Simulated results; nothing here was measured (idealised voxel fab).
The document below concerns the process module designated voxel self aligned contacts.
The width of the displayed cross-section, cut, is 245 nm; its cells are square, with a size of 5 nm.
Each cross-section below is a grid of square cells, stated as bands in top-down order, with one or more rows of cells making up each band.
Read a band's entry like this: the first values are the height of its top and the height of its bottom in nm, and what follows is the sequence of materials from left to right, each with its width in nm. Note that "blank" is empty space, and that a single material marked "edge to edge" reaches across the band from edge to edge.
Measure heights from 0. That's the level where, below it, the as-received wafer is all one material. The lowest band is bottomless and extends downward; write it as in "top 0, no bottom".
So if you see something like "30 to 40" for the width, read it as the top row of the band sitting at the first number and the bottom row at the second, with every row in between moving by the same amount as the last.
"everything unchanged" after a step means that no cell of the cross-section changed.
Closed empty spaces (no open way to the top) of 8 cells or more are what "Fully sealed cavities" lists, each as width x height at distance from the left edge, nm for all three.
Read whatever lies past the settings on a step's line as the simulator's own remark about the step.
Each step line may optionally specify "overlay nm", which for a step with a mask gives the rightward distance between the mask's planned place and where it lay, a negative value indicating the leftward direction.
PROCESS STEPS - PLAN
- 1: RECEIVE: material Si
- 2: OXIDIZE: depth nm 5
- 3: DIRECTIONAL_DEP: material polySi, thk nm 30
- 4: DIRECTIONAL_DEP: material SiN, thk nm 25
- 5: DIRECTIONAL_DEP: material aC, thk nm 10
- 6: PATTERN: tone cover, mask id GATE, material resist, width nm 25, pitch nm 65, thk nm 25, overlay nm 0
- 7: DIRECTIONAL_ETCH: etch materials aC, depth nm 10
- 8: STRIP: etch materials resist
- 9: DIRECTIONAL_ETCH: etch materials SiN, depth nm 25
- 10: DIRECTIONAL_ETCH: etch materials polySi, depth nm 30
- 11: STRIP: etch materials aC
- 12: CONFORMAL_DEP: material SiN, thk nm 10
- 13: DIRECTIONAL_ETCH: etch materials SiN, depth nm 10
- 14: FILL_DEP: material SiO2, thk nm 20
- 15: CMP: height nm 65
- 16: PATTERN: tone open, mask id CONTACT, material resist, width nm 50, thk nm 15, overlay nm 0
- 17: DIRECTIONAL_ETCH: etch materials SiO2, depth nm 70
- 18: STRIP: etch materials resist
- 19: CONFORMAL_DEP: material TiN, thk nm 5
- 20: FILL_DEP: material W, thk nm 5
- 21: CMP: height nm 65
- 22: CONFORMAL_DEP: material SiN, thk nm 5
THE FIRST WAFER OF TWO, PROCESSED AS PLANNED
CROSS-SECTION OF THE WAFER AT RECEIPT, WHICH IS THE CONDITION AFTER STEP 1
  top 0, no bottom | Si edge to edge
  Fully sealed cavities: none
YOU'RE LOOKING AT A CROSS-SECTION OF THE WAFER AFTER STEP 2
  top 0, bottom -5 | SiO2 edge to edge
  Below -5, no change.
YOU'RE LOOKING AT A CROSS-SECTION OF THE WAFER AFTER STEP 3
  top 30, bottom 0 | polySi edge to edge
  Below 0, no change.
YOU'RE LOOKING AT A CROSS-SECTION OF THE WAFER AFTER STEP 4
  top 55, bottom 30 | SiN edge to edge
  Below 30, no change.
YOU'RE LOOKING AT A CROSS-SECTION OF THE WAFER AFTER STEP 5
  top 65, bottom 55 | aC edge to edge
  Below 55, no change.
YOU'RE LOOKING AT A CROSS-SECTION OF THE WAFER AFTER STEP 6
  top 90, bottom 65 | 75 blank, 25 resist, 40 blank, 25 resist, 80 blank
  Below 65, no change.
YOU'RE LOOKING AT A CROSS-SECTION OF THE WAFER AFTER STEP 7
  top 80, bottom 65 | 75 blank, 25 resist, 40 blank, 25 resist, 80 blank
  top 65, bottom 55 | 75 blank, 25 aC, 40 blank, 25 aC, 80 blank
  Below 55, no change.
YOU'RE LOOKING AT A CROSS-SECTION OF THE WAFER AFTER STEP 8
  top 65, bottom 55 | 75 blank, 25 aC, 40 blank, 25 aC, 80 blank
  Below 55, no change.
YOU'RE LOOKING AT A CROSS-SECTION OF THE WAFER AFTER STEP 9
  top 65, bottom 55 | 75 blank, 25 aC, 40 blank, 25 aC, 80 blank
  top 55, bottom 30 | 75 blank, 25 SiN, 40 blank, 25 SiN, 80 blank
  Below 30, no change.
YOU'RE LOOKING AT A CROSS-SECTION OF THE WAFER AFTER STEP 10
  top 65, bottom 55 | 75 blank, 25 aC, 40 blank, 25 aC, 80 blank
  top 55, bottom 30 | 75 blank, 25 SiN, 40 blank, 25 SiN, 80 blank
  top 30, bottom 0 | 75 blank, 25 polySi, 40 blank, 25 polySi, 80 blank
  Below 0, no change.
YOU'RE LOOKING AT A CROSS-SECTION OF THE WAFER AFTER STEP 11
  top 55, bottom 30 | 75 blank, 25 SiN, 40 blank, 25 SiN, 80 blank
  Below 30, no change.
YOU'RE LOOKING AT A CROSS-SECTION OF THE WAFER AFTER STEP 12
  top 65, bottom 30 | 65 blank, 45 SiN, 20 blank, 45 SiN, 70 blank
  top 30, bottom 10 | 65 blank, 10 SiN, 25 polySi, 10 SiN, 20 blank, 10 SiN, 25 polySi, 10 SiN, 70 blank
  top 10, bottom 0 | 75 SiN, 25 polySi, 40 SiN, 25 polySi, 80 SiN
  Below 0, no change.
YOU'RE LOOKING AT A CROSS-SECTION OF THE WAFER AFTER STEP 13
  top 55, bottom 30 | 65 blank, 45 SiN, 20 blank, 45 SiN, 70 blank
  top 30, bottom 0 | 65 blank, 10 SiN, 25 polySi, 10 SiN, 20 blank, 10 SiN, 25 polySi, 10 SiN, 70 blank
  Below 0, no change.
YOU'RE LOOKING AT A CROSS-SECTION OF THE WAFER AFTER STEP 14
  top 75, bottom 55 | SiO2 edge to edge
  top 55, bottom 30 | 65 SiO2, 45 SiN, 20 SiO2, 45 SiN, 70 SiO2
  top 30, bottom 0 | 65 SiO2, 10 SiN, 25 polySi, 10 SiN, 20 SiO2, 10 SiN, 25 polySi, 10 SiN, 70 SiO2
  Below 0, no change.
YOU'RE LOOKING AT A CROSS-SECTION OF THE WAFER AFTER STEP 15
  top 65, bottom 55 | SiO2 edge to edge
  Below 55, no change.
YOU'RE LOOKING AT A CROSS-SECTION OF THE WAFER AFTER STEP 16
  top 80, bottom 65 | 95 resist, 50 blank, 100 resist
  Below 65, no change.
YOU'RE LOOKING AT A CROSS-SECTION OF THE WAFER AFTER STEP 17
  top 80, bottom 65 | 95 resist, 50 blank, 100 resist
  top 65, bottom 55 | 95 SiO2, 50 blank, 100 SiO2
  top 55, bottom 30 | 65 SiO2, 45 SiN, 20 blank, 45 SiN, 70 SiO2
  top 30, bottom 0 | 65 SiO2, 10 SiN, 25 polySi, 10 SiN, 20 blank, 10 SiN, 25 polySi, 10 SiN, 70 SiO2
  top 0, bottom -5 | 110 SiO2, 20 blank, 115 SiO2
  Below -5, no change.
YOU'RE LOOKING AT A CROSS-SECTION OF THE WAFER AFTER STEP 18
  top 65, bottom 55 | 95 SiO2, 50 blank, 100 SiO2
  Below 55, no change.
YOU'RE LOOKING AT A CROSS-SECTION OF THE WAFER AFTER STEP 19
  top 70, bottom 65 | 100 TiN, 40 blank, 105 TiN
  top 65, bottom 55 | 95 SiO2, 5 to 20 TiN, 40 to 10 blank, 5 to 20 TiN, 100 SiO2
  top 55, bottom 30 | 65 SiO2, 45 SiN, 5 TiN, 10 blank, 5 TiN, 45 SiN, 70 SiO2
  top 30, bottom 0 | 65 SiO2, 10 SiN, 25 polySi, 10 SiN, 5 TiN, 10 blank, 5 TiN, 10 SiN, 25 polySi, 10 SiN, 70 SiO2
  top 0, bottom -5 | 110 SiO2, 20 TiN, 115 SiO2
  Below -5, no change.
YOU'RE LOOKING AT A CROSS-SECTION OF THE WAFER AFTER STEP 20
  top 75, bottom 70 | W edge to edge
  top 70, bottom 65 | 100 TiN, 40 W, 105 TiN
  top 65, bottom 55 | 95 SiO2, 5 to 20 TiN, 40 to 10 W, 5 to 20 TiN, 100 SiO2
  top 55, bottom 30 | 65 SiO2, 45 SiN, 5 TiN, 10 W, 5 TiN, 45 SiN, 70 SiO2
  top 30, bottom 0 | 65 SiO2, 10 SiN, 25 polySi, 10 SiN, 5 TiN, 10 W, 5 TiN, 10 SiN, 25 polySi, 10 SiN, 70 SiO2
  Below 0, no change.
YOU'RE LOOKING AT A CROSS-SECTION OF THE WAFER AFTER STEP 21
  top 65, bottom 55 | 95 SiO2, 5 to 20 TiN, 40 to 10 W, 5 to 20 TiN, 100 SiO2
  Below 55, no change.
YOU'RE LOOKING AT A CROSS-SECTION OF THE WAFER AFTER STEP 22
  top 70, bottom 65 | SiN edge to edge
  Below 65, no change.
SECOND WAFER - SHARED START AND PLAN WITH THE FIRST - ONE ERROR IN RUNNING - SAME AS THE FIRST UP TO STEP 15 INCLUSIVE
X-SECTION, SECOND WAFER, WHEN STEP 16 WAS DUE TO FINISH
  top 80, bottom 65 | 95 resist, 55 blank, 95 resist
  Below 65, no change.
X-SECTION, SECOND WAFER, WHEN STEP 17 WAS DUE TO FINISH
  top 80, bottom 65 | 95 resist, 55 blank, 95 resist
  top 65, bottom 55 | 95 SiO2, 55 blank, 95 SiO2
  top 55, bottom 30 | 65 SiO2, 45 SiN, 20 blank, 45 SiN, 70 SiO2
  top 30, bottom 0 | 65 SiO2, 10 SiN, 25 polySi, 10 SiN, 20 blank, 10 SiN, 25 polySi, 10 SiN, 70 SiO2
  top 0, bottom -5 | 110 SiO2, 20 blank, 115 SiO2
  Below -5, no change.
X-SECTION, SECOND WAFER, WHEN STEP 18 WAS DUE TO FINISH
  top 65, bottom 55 | 95 SiO2, 55 blank, 95 SiO2
  Below 55, no change.
X-SECTION, SECOND WAFER, WHEN STEP 19 WAS DUE TO FINISH
  top 70, bottom 65 | 100 TiN, 45 blank, 100 TiN
  top 65, bottom 55 | 95 SiO2, 5 to 20 TiN, 45 to 10 blank, 5 to 25 TiN, 95 SiO2
  top 55, bottom 30 | 65 SiO2, 45 SiN, 5 TiN, 10 blank, 5 TiN, 45 SiN, 70 SiO2
  top 30, bottom 0 | 65 SiO2, 10 SiN, 25 polySi, 10 SiN, 5 TiN, 10 blank, 5 TiN, 10 SiN, 25 polySi, 10 SiN, 70 SiO2
  top 0, bottom -5 | 110 SiO2, 20 TiN, 115 SiO2
  Below -5, no change.
X-SECTION, SECOND WAFER, WHEN STEP 20 WAS DUE TO FINISH
  top 75, bottom 70 | W edge to edge
  top 70, bottom 65 | 100 TiN, 45 W, 100 TiN
  top 65, bottom 55 | 95 SiO2, 5 to 20 TiN, 45 to 10 W, 5 to 25 TiN, 95 SiO2
  top 55, bottom 30 | 65 SiO2, 45 SiN, 5 TiN, 10 W, 5 TiN, 45 SiN, 70 SiO2
  top 30, bottom 0 | 65 SiO2, 10 SiN, 25 polySi, 10 SiN, 5 TiN, 10 W, 5 TiN, 10 SiN, 25 polySi, 10 SiN, 70 SiO2
  Below 0, no change.
X-SECTION, SECOND WAFER, WHEN STEP 21 WAS DUE TO FINISH
  top 65, bottom 55 | 95 SiO2, 5 to 20 TiN, 45 to 10 W, 5 to 25 TiN, 95 SiO2
  Below 55, no change.
X-SECTION, SECOND WAFER, WHEN STEP 22 WAS DUE TO FINISH
  top 70, bottom 65 | SiN edge to edge
  Below 65, no change.
Processing error: step 16 was run on a setting that differed from the plan, and what really ran there is PATTERN: tone open, mask id CONTACT, material resist, width nm 55, thk nm 15, overlay nm 0
Final difference in cells, second wafer against first, listed per material as more or fewer: 2 fewer of SiO2; 1 more of TiN; 1 more of W
